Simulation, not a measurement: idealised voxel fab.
Process module in this document: voxel trench capacitor
FYI the section here is cut, 185 nm wide, cells are 5 nm squares.
Cross-section spec: square-cell grid; bands listed top down; each band is one or more rows.
It is stipulated that each band's entry specify, in nanometres, the height of the top of the band and then that of its bottom, followed by the materials of the band in left-to-right sequence, each together with its width in nanometres. A single material marked by the word "everywhere" is understood to fill the band from edge to edge; the word "blank" is understood to denote empty space.
Heights from 0 (as-received wafer is one material below). Bottom band endless downward, as "0 nm and below".
You'd read "30 to 40" like this: the band's top row of cells is as wide as the first number, its bottom row is as wide as the second, and going down, every row changes width by the same amount as the row before did.
For the purposes of this document, the phrase "everything unchanged" attached to a step denotes that no cell within the cross-section was modified by that step.
Empty spaces counting at least 8 cells and having no open way to the top are listed in "Enclosed empty spaces". The notation width x height at distance is used for each, the distance being from the left edge and all three values in nm.
Read whatever lies past the settings on a step's line as the simulator's own remark about the step.
For masked steps, "overlay nm" on the step line gives how far right of plan the mask actually lay; a minus sign means it lay to the left.
Planned process steps
| 1 | RECEIVE,material Si |
| 2 | CONFORMAL_DEP,material SiN,thk nm 10 |
| 3 | PATTERN,tone open,mask id TRENCH,material resist,width nm 15,pitch nm 40,thk nm 15,overlay nm -10 |
| 4 | DIRECTIONAL_ETCH,etch materials SiN,depth nm 10 |
| 5 | DIRECTIONAL_ETCH,etch materials Si,depth nm 30 |
| 6 | STRIP,etch materials resist |
| 7 | CONFORMAL_DEP,material Al2O3,thk nm 5 |
| 8 | FILL_DEP,material polySi,thk nm 5 |
| 9 | CMP,height nm 10 |
For this document, wafers share an identical start and vary in the step 3 overlay nm; the plan quotes the first wafer's value.
So this is the first of several wafers, cross-sectioned as it came to us, meaning it's at the end of step 1
    0 nm and below = Si everywhere
    Enclosed empty spaces: none
After the module's final step, step 9: the first of several wafers in cross-section
    10 nm to 0 nm = SiN: 15 / Al2O3: 5 / polySi: 5 / Al2O3: 5 / SiN: 25 / Al2O3: 5 / polySi: 5 / Al2O3: 5 / SiN: 25 / Al2O3: 5 / polySi: 5 / Al2O3: 5 / SiN: 25 / Al2O3: 5 / polySi: 5 / Al2O3: 5 / SiN: 35
    0 nm to -25 nm = Si: 15 / Al2O3: 5 / polySi: 5 / Al2O3: 5 / Si: 25 / Al2O3: 5 / polySi: 5 / Al2O3: 5 / Si: 25 / Al2O3: 5 / polySi: 5 / Al2O3: 5 / Si: 25 / Al2O3: 5 / polySi: 5 / Al2O3: 5 / Si: 35
    -25 nm to -30 nm = Si: 15 / Al2O3: 15 / Si: 25 / Al2O3: 15 / Si: 25 / Al2O3: 15 / Si: 25 / Al2O3: 15 / Si: 35
    -30 nm and below = Si everywhere
    Enclosed empty spaces: none
At the end of the module, the last of several wafers in cross-section
    10 nm to 0 nm = SiN: 35 / Al2O3: 5 / polySi: 5 / Al2O3: 5 / SiN: 25 / Al2O3: 5 / polySi: 5 / Al2O3: 5 / SiN: 25 / Al2O3: 5 / polySi: 5 / Al2O3: 5 / SiN: 25 / Al2O3: 5 / polySi: 5 / Al2O3: 5 / SiN: 15
    0 nm to -25 nm = Si: 35 / Al2O3: 5 / polySi: 5 / Al2O3: 5 / Si: 25 / Al2O3: 5 / polySi: 5 / Al2O3: 5 / Si: 25 / Al2O3: 5 / polySi: 5 / Al2O3: 5 / Si: 25 / Al2O3: 5 / polySi: 5 / Al2O3: 5 / Si: 15
    -25 nm to -30 nm = Si: 35 / Al2O3: 15 / Si: 25 / Al2O3: 15 / Si: 25 / Al2O3: 15 / Si: 25 / Al2O3: 15 / Si: 15
    -30 nm and below = Si everywhere
    Enclosed empty spaces: none
What follows is a table in which each wafer occupies a row; for the wafer as it stands at the close of the module, the row states, material by material, how many cells have been gained (+) or lost (-) since receipt, and then gives its closed voids
overlay nm -10, +68 Al2O3, -72 Si, +50 SiN, +28 polySi, Enclosed empty spaces: none
overlay nm -5, +68 Al2O3, -72 Si, +50 SiN, +28 polySi, Enclosed empty spaces: none
overlay nm 0, +68 Al2O3, -72 Si, +50 SiN, +28 polySi, Enclosed empty spaces: none
overlay nm 5, +68 Al2O3, -72 Si, +50 SiN, +28 polySi, Enclosed empty spaces: none
overlay nm 10, +68 Al2O3, -72 Si, +50 SiN, +28 polySi, Enclosed empty spaces: none
